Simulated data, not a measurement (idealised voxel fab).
The process module presented herein is designated voxel self aligned contacts.
Cross-section cut: width 230 nm, square cells of 5 nm.
We lay out every cross-section as a grid of square cells and spell it out in bands from the top down, where one band means one or more rows of cells.
Within each band entry, the heights of the top and of the bottom of the band appear first, in that order and in nm; the materials of the band then follow from left to right, each with its corresponding width in nm. The designation "full width" on a single material indicates that it fills the band from edge to edge; the designation "air" indicates empty space.
Height 0 is the level under which the wafer as received is all one material. The lowest band goes on downwards, as in "0 -> down".
Per-row width for "30 to 40": begins at first number (top row of band), ends at second number (bottom row), increment between rows held constant.
The designation "no change", where it is given for a processing step, indicates that no cell of the cross-section was altered in the course of that step.
Empty spaces without an open route to the top, at least 8 cells in extent, make up the entry "Enclosed voids"; each is given as width x height at distance, where the distance is measured from the left edge, and all are in nm.
Past the settings on a step's line: simulator remark, on that step.
A step line may carry the setting "overlay nm", which, for steps involving a mask, states the distance by which the mask lay to the right of its intended position; negative values denote displacement to the left.
## Process steps (planned)
step 1: RECEIVE, material Si
step 2: OXIDIZE, depth nm 5
step 3: DIRECTIONAL_DEP, material polySi, thk nm 25
step 4: DIRECTIONAL_DEP, material SiN, thk nm 15
step 5: MASKED_ETCH, tone cover, mask id GATE, width nm 30, pitch nm 65, etch materials SiN, depth nm 15, overlay nm 0
step 6: MASKED_ETCH, tone cover, mask id GATE, width nm 30, pitch nm 65, etch materials polySi, depth nm 15, overlay nm 0
step 7: CONFORMAL_DEP, material SiN, thk nm 5
step 8: DIRECTIONAL_ETCH, etch materials SiN, depth nm 5
step 9: FILL_DEP, material SiO2, thk nm 20
step 10: CMP, height nm 50
step 11: MASKED_ETCH, tone open, mask id CONTACT, width nm 45, pitch nm 65, etch materials SiO2, depth nm 55, overlay nm 0
step 12: CONFORMAL_DEP, material TiN, thk nm 5
step 13: FILL_DEP, material Ru, thk nm 5
step 14: CMP, height nm 50
step 15: CONFORMAL_DEP, material SiCN, thk nm 5
Split variable: depth nm, step 6. Plan value = first wafer. Wafers start alike.
## First of several wafers (as received, post step 1), cross-sectional view
> 0 -> down | Si full width
> Enclosed voids: none
## Once step 15, the last step, is complete, the module is at its end; this is the cross-section of the first of several wafers
> 55 -> 50 | SiCN full width
> 50 -> 40 | SiO2=60 | TiN=5 to 15 | Ru=35 to 15 | TiN=5 to 15 | SiO2=20 | TiN=5 to 15 | Ru=35 to 15 | TiN=5 to 15 | SiO2=60
> 40 -> 25 | SiO2=30 | SiN=40 | TiN=5 | Ru=15 | TiN=5 | SiN=40 | TiN=5 | Ru=15 | TiN=5 | SiN=40 | SiO2=30
> 25 -> 15 | SiO2=30 | SiN=5 | polySi=30 | SiN=5 | TiN=5 | Ru=15 | TiN=5 | SiN=5 | polySi=30 | SiN=5 | TiN=5 | Ru=15 | TiN=5 | SiN=5 | polySi=30 | SiN=5 | SiO2=30
> 15 -> 10 | SiO2=30 | SiN=5 | polySi=30 | SiN=5 | TiN=25 | SiN=5 | polySi=30 | SiN=5 | TiN=25 | SiN=5 | polySi=30 | SiN=5 | SiO2=30
> 10 -> 0 | polySi full width
> 0 -> -5 | SiO2 full width
> -5 -> down | Si full width
> Enclosed voids: none
## The module's end: a cross-section of the last wafer
> 55 -> 50 | SiCN full width
> 50 -> 40 | SiO2=60 | TiN=5 to 15 | Ru=35 to 15 | TiN=5 to 15 | SiO2=20 | TiN=5 to 15 | Ru=35 to 15 | TiN=5 to 15 | SiO2=60
> 40 -> 25 | SiO2=30 | SiN=40 | TiN=5 | Ru=15 | TiN=5 | SiN=40 | TiN=5 | Ru=15 | TiN=5 | SiN=40 | SiO2=30
> 25 -> 0 | SiO2=30 | SiN=5 | polySi=30 | SiN=5 | TiN=5 | Ru=15 | TiN=5 | SiN=5 | polySi=30 | SiN=5 | TiN=5 | Ru=15 | TiN=5 | SiN=5 | polySi=30 | SiN=5 | SiO2=30
> 0 -> -5 | SiO2=70 | TiN=25 | SiO2=40 | TiN=25 | SiO2=70
> -5 -> down | Si full width
> Enclosed voids: none
## Per wafer (row), end of module: delta in cells per material since receipt, (+) for gained, (-) for lost; closed voids after that
depth nm 15, +50 Ru, -46 Si, +46 SiCN, +90 SiN, +174 SiO2, +46 TiN, +146 polySi, Enclosed voids: none
depth nm 20, +56 Ru, -46 Si, +46 SiCN, +96 SiN, +186 SiO2, +50 TiN, +118 polySi, Enclosed voids: none
depth nm 25, +68 Ru, -46 Si, +46 SiCN, +102 SiN, +188 SiO2, +58 TiN, +90 polySi, Enclosed voids: none
depth nm 30, +68 Ru, -46 Si, +46 SiCN, +102 SiN, +188 SiO2, +58 TiN, +90 polySi, Enclosed voids: none
depth nm 35, +68 Ru, -46 Si, +46 SiCN, +102 SiN, +188 SiO2, +58 TiN, +90 polySi, Enclosed voids: none
depth nm 40, +68 Ru, -46 Si, +46 SiCN, +102 SiN, +188 SiO2, +58 TiN, +90 polySi, Enclosed voids: none
